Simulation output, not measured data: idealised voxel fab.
Process module, titled voxel ribs on slabs
In the cross-section labelled cut, the width is 230 nm and each square cell is 5 nm.
Cross-section layout: square cells on a grid; listed as bands, top to bottom; a band spans one or more cell rows. Quick guide to a band line: top height, bottom height (nm) up front; then every material left to right with its width in nm. Only one material and it's marked "full width"? Then it fills the band edge to edge. And "empty" just means empty space. Where do heights start? At 0: under that level the wafer as delivered is made of one material only. And the lowest band has no floor; it just carries on downward, as in "z 0 and below". Note: "30..40" means the width goes from the first number (top row of the band) to the second number (bottom row) in equal steps per row of cells. "nothing altered" for a step: no cell of the cross-section changed in that step. "Enclosed empty spaces" enumerates empty spaces isolated from the top, with no open way to it, that contain at least 8 cells, giving each as width x height at distance from the left edge, all three in nm. Note: text after step settings on the step line = simulator remark on that step. overlay nm: mask offset rightward from planned place, masked step; negative means leftward offset.

## Process steps foreseen in the plan
1,RECEIVE with material Si
2,DIRECTIONAL_DEP with material SiO2, thk nm 25
3,DIRECTIONAL_DEP with material SiN, thk nm 20
4,PATTERN with tone cover, mask id RIB, material resist, width nm 20, thk nm 15, overlay nm 0
5,DIRECTIONAL_ETCH with etch materials SiN, depth nm 5
6,STRIP with etch materials resist
7,PATTERN with tone cover, mask id SLAB, material resist, width nm 50, thk nm 20, overlay nm 0
8,DIRECTIONAL_ETCH with etch materials SiN, depth nm 15
9,STRIP with etch materials resist
10,FILL_DEP with material SiO2, thk nm 15
11,CMP with height nm 55
12,DIRECTIONAL_DEP with material W, thk nm 5
13,PATTERN with tone cover, mask id HEATER, material resist, width nm 30, thk nm 20, overlay nm 0
14,DIRECTIONAL_ETCH with etch materials W, depth nm 5
15,STRIP with etch materials resist
16,CONFORMAL_DEP with material SiN, thk nm 10

## Cross-section: wafer on arrival = after step 1
z 0 and below | Si full width
Enclosed empty spaces: none

## First of two wafers at the end of the module, shown in cross-section; run carried out as planned
z 70 to 65 | 90 of empty; 50 of SiN; 90 of empty
z 65 to 60 | SiN full width
z 60 to 55 | 100 of SiN; 30 of W; 100 of SiN
z 55 to 45 | SiO2 full width
z 45 to 40 | 105 of SiO2; 20 of SiN; 105 of SiO2
z 40 to 25 | 90 of SiO2; 50 of SiN; 90 of SiO2
z 25 to 0 | SiO2 full width
z 0 and below | Si full width
Enclosed empty spaces: none

## Here is the second of the two wafers cut open at the end of the module - same start, same plan as the first one, but we made one mistake running it
z 60 to 55 | 100 of empty; 30 of W; 100 of empty
z 55 to 45 | SiO2 full width
z 45 to 40 | 105 of SiO2; 20 of SiN; 105 of SiO2
z 40 to 25 | 90 of SiO2; 50 of SiN; 90 of SiO2
z 25 to 0 | SiO2 full width
z 0 and below | Si full width
Enclosed empty spaces: none
Where did the run depart from the plan? no execution of plan step 16; skipped
The second wafer ends with more or fewer cells of some materials than the first, per final count: SiN: 96 fewer
